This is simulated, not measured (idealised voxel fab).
Process module name: voxel spacer lines
The width of the displayed cross-section, cut, is 185 nm; its cells are square, with a size of 5 nm.
Each cross-section below is a grid of square cells, stated as bands in top-down order, with one or more rows of cells making up each band. Per band: top height and bottom height in nm, followed by the left-to-right materials and their widths in nm; "edge to edge" marks a single material spanning edge to edge, "empty" marks empty space. Height reference: 0 = level under which incoming wafer is all one material. Lowest band: no bottom, runs on downward, e.g. "z 0 and below". With a width like "30..40", each row of cells in the band differs from the next by the same amount, the top row carrying the first number and the bottom row the second. Step note "changes: none" = no cross-section cell changed. Voids not open to the top, 8 cells minimum: see "Closed void register". Written width x height at distance; distance is from the left edge; nm. Read whatever lies past the settings on a step's line as the simulator's own remark about the step. The "overlay nm" setting may appear on a step's line; for a step that uses a mask, it gives how far to the right of its planned position the mask lay, and a negative value indicates the left.
## Steps in the process plan
- 1: RECEIVE: material Si
- 2: CONFORMAL_DEP: material Al2O3, thk nm 5
- 3: DIRECTIONAL_DEP: material SiN, thk nm 10
- 4: DIRECTIONAL_DEP: material polySi, thk nm 30
- 5: PATTERN: tone cover, mask id MANDREL, material resist, width nm 15, pitch nm 50, thk nm 40, overlay nm 0
- 6: DIRECTIONAL_ETCH: etch materials polySi, depth nm 30
- 7: STRIP: etch materials resist
- 8: CONFORMAL_DEP: material SiO2, thk nm 10
- 9: DIRECTIONAL_ETCH: etch materials SiO2, depth nm 10
- 10: STRIP: etch materials polySi
- 11: DIRECTIONAL_ETCH: etch materials SiN, depth nm 10
- 12: STRIP: etch materials SiO2
## Cross-section of the incoming wafer, state after step 1
  z 0 and below: Si edge to edge
  Closed void register: none
## Starting structure and process plan are as shown above, but one mistake was made in running the module; the wafer cross-section at the end of the module follows
  z 15 to 5: empty (60); SiN (10); empty (15); SiN (10); empty (15); SiN (10); empty (15); SiN (10); empty (40)
  z 5 to 0: Al2O3 edge to edge
  z 0 and below: Si edge to edge
  Closed void register: none
Want to know what went wrong? step 5 did not use the planned setting and instead ran as PATTERN: tone cover, mask id MANDREL, material resist, width nm 15, pitch nm 50, thk nm 40, overlay nm 10
